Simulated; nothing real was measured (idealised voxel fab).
voxel self aligned vias: a process module
We display cut, a cross-section 300 nm in width whose square cells are each 5 nm.
Cross-section format: a grid of square cells, given as bands from top to bottom; each band is one or more rows of cells.
Top, bottom (nm), then materials left to right with widths (nm); lone material tagged "full width" fills the whole band edge to edge; "empty" = empty space.
Heights are expressed relative to 0, this being the level below which the as-received wafer comprises one material exclusively. The lowest band is unbounded in the downward direction and is denoted as in "from 0 down".
The expression "30 to 40" gives the width at the extremes of the band, the first number at its top row of cells and the second at its bottom row, with the width changing by equal amounts from each row to the next in between.
It should be understood that the words "no modification", when stated for a given step, signify that the cross-section underwent no change in any of its cells during that step.
The entry "Completely enclosed voids" lists the empty spaces that cover at least 8 cells and have no open path to the top. Each is written as width x height at distance, where the distance is measured from the left edge and all three values are in nm.
Text after the settings on a step's line: the simulator's own remark on that step.
overlay nm: step with mask; distance mask lay right of planned place; negative value = left of planned place.
Listed below are the process steps as planned:
1 RECEIVE: material Si
2 CONFORMAL_DEP: material SiO2, thk nm 10
3 CONFORMAL_DEP: material SiCN, thk nm 5
4 DIRECTIONAL_DEP: material lowk, thk nm 20
5 DIRECTIONAL_DEP: material aC, thk nm 10
6 PATTERN: tone open, mask id LINES, material resist, width nm 20, pitch nm 70, thk nm 30, overlay nm 0
7 DIRECTIONAL_ETCH: etch materials aC, depth nm 10
8 STRIP: etch materials resist
9 DIRECTIONAL_ETCH: etch materials lowk, depth nm 20
10 STRIP: etch materials aC
11 CONFORMAL_DEP: material TiN, thk nm 5
12 FILL_DEP: material W, thk nm 10
13 CMP: height nm 35
14 SELECTIVE_ETCH: etch materials W Ru TiN, depth nm 5
15 FILL_DEP: material SiN, thk nm 5
16 CMP: height nm 35
17 DIRECTIONAL_DEP: material lowk, thk nm 20
18 PATTERN: tone open, mask id VIAS, material resist, width nm 40, thk nm 20, overlay nm 0
19 DIRECTIONAL_ETCH: etch materials lowk, depth nm 20
20 DIRECTIONAL_ETCH: etch materials SiN, depth nm 5
21 STRIP: etch materials resist
22 CONFORMAL_DEP: material TiN, thk nm 5
23 FILL_DEP: material W, thk nm 10
24 CMP: height nm 55
25 CONFORMAL_DEP: material SiN, thk nm 5
Of two wafers, the first: run according to plan:
Cross-section of the wafer upon arrival, representing the state reached after step 1:
* from 0 down = Si full width
* Completely enclosed voids: none
Cross-section through the wafer, step 2 finished:
* from 10 to 0 = SiO2 full width
* Under 0: no change, same as before.
Cross-section through the wafer, step 3 finished:
* from 15 to 10 = SiCN full width
* Under 10: no change, same as before.
Cross-section through the wafer, step 4 finished:
* from 35 to 15 = lowk full width
* Under 15: no change, same as before.
Cross-section through the wafer, step 5 finished:
* from 45 to 35 = aC full width
* Under 35: no change, same as before.
Cross-section through the wafer, step 6 finished:
* from 75 to 45 = resist 105 nm / empty 20 nm / resist 50 nm / empty 20 nm / resist 105 nm
* Under 45: no change, same as before.
Cross-section through the wafer, step 7 finished:
* from 65 to 45 = resist 105 nm / empty 20 nm / resist 50 nm / empty 20 nm / resist 105 nm
* from 45 to 35 = aC 105 nm / empty 20 nm / aC 50 nm / empty 20 nm / aC 105 nm
* Under 35: no change, same as before.
Cross-section through the wafer, step 8 finished:
* from 45 to 35 = aC 105 nm / empty 20 nm / aC 50 nm / empty 20 nm / aC 105 nm
* Under 35: no change, same as before.
Cross-section through the wafer, step 9 finished:
* from 45 to 35 = aC 105 nm / empty 20 nm / aC 50 nm / empty 20 nm / aC 105 nm
* from 35 to 15 = lowk 105 nm / empty 20 nm / lowk 50 nm / empty 20 nm / lowk 105 nm
* Under 15: no change, same as before.
Cross-section through the wafer, step 10 finished:
* from 35 to 15 = lowk 105 nm / empty 20 nm / lowk 50 nm / empty 20 nm / lowk 105 nm
* Under 15: no change, same as before.
Cross-section through the wafer, step 11 finished:
* from 40 to 35 = TiN 110 nm / empty 10 nm / TiN 60 nm / empty 10 nm / TiN 110 nm
* from 35 to 20 = lowk 105 nm / TiN 5 nm / empty 10 nm / TiN 5 nm / lowk 50 nm / TiN 5 nm / empty 10 nm / TiN 5 nm / lowk 105 nm
* from 20 to 15 = lowk 105 nm / TiN 20 nm / lowk 50 nm / TiN 20 nm / lowk 105 nm
* Under 15: no change, same as before.
Cross-section through the wafer, step 12 finished:
* from 50 to 40 = W full width
* from 40 to 35 = TiN 110 nm / W 10 nm / TiN 60 nm / W 10 nm / TiN 110 nm
* from 35 to 20 = lowk 105 nm / TiN 5 nm / W 10 nm / TiN 5 nm / lowk 50 nm / TiN 5 nm / W 10 nm / TiN 5 nm / lowk 105 nm
* Under 20: no change, same as before.
Cross-section through the wafer, step 13 finished:
* from 35 to 20 = lowk 105 nm / TiN 5 nm / W 10 nm / TiN 5 nm / lowk 50 nm / TiN 5 nm / W 10 nm / TiN 5 nm / lowk 105 nm
* Under 20: no change, same as before.
Cross-section through the wafer, step 14 finished:
* from 35 to 30 = lowk 105 nm / empty 20 nm / lowk 50 nm / empty 20 nm / lowk 105 nm
* Under 30: no change, same as before.
Cross-section through the wafer, step 15 finished:
* from 40 to 35 = SiN full width
* from 35 to 30 = lowk 105 nm / SiN 20 nm / lowk 50 nm / SiN 20 nm / lowk 105 nm
* Under 30: no change, same as before.
Cross-section through the wafer, step 16 finished:
* from 35 to 30 = lowk 105 nm / SiN 20 nm / lowk 50 nm / SiN 20 nm / lowk 105 nm
* Under 30: no change, same as before.
Cross-section through the wafer, step 17 finished:
* from 55 to 35 = lowk full width
* Under 35: no change, same as before.
Cross-section through the wafer, step 18 finished:
* from 75 to 55 = resist 95 nm / empty 40 nm / resist 165 nm
* Under 55: no change, same as before.
Cross-section through the wafer, step 19 finished:
* from 75 to 55 = resist 95 nm / empty 40 nm / resist 165 nm
* from 55 to 35 = lowk 95 nm / empty 40 nm / lowk 165 nm
* Under 35: no change, same as before.
Cross-section through the wafer, step 20 finished:
* from 75 to 55 = resist 95 nm / empty 40 nm / resist 165 nm
* from 55 to 35 = lowk 95 nm / empty 40 nm / lowk 165 nm
* from 35 to 30 = lowk 105 nm / empty 20 nm / lowk 50 nm / SiN 20 nm / lowk 105 nm
* Under 30: no change, same as before.
Cross-section through the wafer, step 21 finished:
* from 55 to 35 = lowk 95 nm / empty 40 nm / lowk 165 nm
* Under 35: no change, same as before.
Cross-section through the wafer, step 22 finished:
* from 60 to 55 = TiN 100 nm / empty 30 nm / TiN 170 nm
* from 55 to 40 = lowk 95 nm / TiN 5 nm / empty 30 nm / TiN 5 nm / lowk 165 nm
* from 40 to 35 = lowk 95 nm / TiN 15 nm / empty 10 nm / TiN 15 nm / lowk 165 nm
* from 35 to 30 = lowk 105 nm / TiN 20 nm / lowk 50 nm / SiN 20 nm / lowk 105 nm
* Under 30: no change, same as before.
Cross-section through the wafer, step 23 finished:
* from 70 to 60 = W full width
* from 60 to 55 = TiN 100 nm / W 30 nm / TiN 170 nm
* from 55 to 40 = lowk 95 nm / TiN 5 nm / W 30 nm / TiN 5 nm / lowk 165 nm
* from 40 to 35 = lowk 95 nm / TiN 15 nm / W 10 nm / TiN 15 nm / lowk 165 nm
* Under 35: no change, same as before.
Cross-section through the wafer, step 24 finished:
* from 55 to 40 = lowk 95 nm / TiN 5 nm / W 30 nm / TiN 5 nm / lowk 165 nm
* Under 40: no change, same as before.
Cross-section through the wafer, step 25 finished:
* from 60 to 55 = SiN full width
* Under 55: no change, same as before.
Wafer two of the pair: same origin, same plan, one error during the run; identical to wafer one up to and including step 18:
Cross-sectional view of the second wafer at the intended end time of process step 19:
* from 75 to 55 = resist 95 nm / empty 40 nm / resist 165 nm
* from 55 to 35 = lowk 95 nm / empty 40 nm / lowk 165 nm
* from 35 to 30 = lowk 95 nm / empty 10 nm / SiN 20 nm / empty 10 nm / lowk 40 nm / SiN 20 nm / lowk 105 nm
* from 30 to 20 = lowk 95 nm / empty 10 nm / TiN 5 nm / W 10 nm / TiN 5 nm / empty 10 nm / lowk 40 nm / TiN 5 nm / W 10 nm / TiN 5 nm / lowk 105 nm
* from 20 to 15 = lowk 95 nm / empty 10 nm / TiN 20 nm / empty 10 nm / lowk 40 nm / TiN 20 nm / lowk 105 nm
* Under 15: no change, same as before.
Cross-sectional view of the second wafer at the intended end time of process step 20:
* from 75 to 55 = resist 95 nm / empty 40 nm / resist 165 nm
* from 55 to 35 = lowk 95 nm / empty 40 nm / lowk 165 nm
* from 35 to 30 = lowk 95 nm / empty 40 nm / lowk 40 nm / SiN 20 nm / lowk 105 nm
* Under 30: no change, same as before.
Cross-sectional view of the second wafer at the intended end time of process step 21:
* from 55 to 35 = lowk 95 nm / empty 40 nm / lowk 165 nm
* Under 35: no change, same as before.
Cross-sectional view of the second wafer at the intended end time of process step 22:
* from 60 to 55 = TiN 100 nm / empty 30 nm / TiN 170 nm
* from 55 to 35 = lowk 95 nm / TiN 5 nm / empty 30 nm / TiN 5 nm / lowk 165 nm
* from 35 to 30 = lowk 95 nm / TiN 40 nm / lowk 40 nm / SiN 20 nm / lowk 105 nm
* from 30 to 20 = lowk 95 nm / TiN 15 nm / W 10 nm / TiN 15 nm / lowk 40 nm / TiN 5 nm / W 10 nm / TiN 5 nm / lowk 105 nm
* from 20 to 15 = lowk 95 nm / TiN 40 nm / lowk 40 nm / TiN 20 nm / lowk 105 nm
* Under 15: no change, same as before.
Cross-sectional view of the second wafer at the intended end time of process step 23:
* from 70 to 60 = W full width
* from 60 to 55 = TiN 100 nm / W 30 nm / TiN 170 nm
* from 55 to 35 = lowk 95 nm / TiN 5 nm / W 30 nm / TiN 5 nm / lowk 165 nm
* Under 35: no change, same as before.
Cross-sectional view of the second wafer at the intended end time of process step 24:
* from 55 to 35 = lowk 95 nm / TiN 5 nm / W 30 nm / TiN 5 nm / lowk 165 nm
* Under 35: no change, same as before.
Cross-sectional view of the second wafer at the intended end time of process step 25:
* from 60 to 55 = SiN full width
* Under 55: no change, same as before.
Want to know what went wrong? step 19 of the plan was executed twice over
Final comparison by cell count, materials where the second wafer has more or fewer than the first: TiN +12 | W +4 | lowk -16
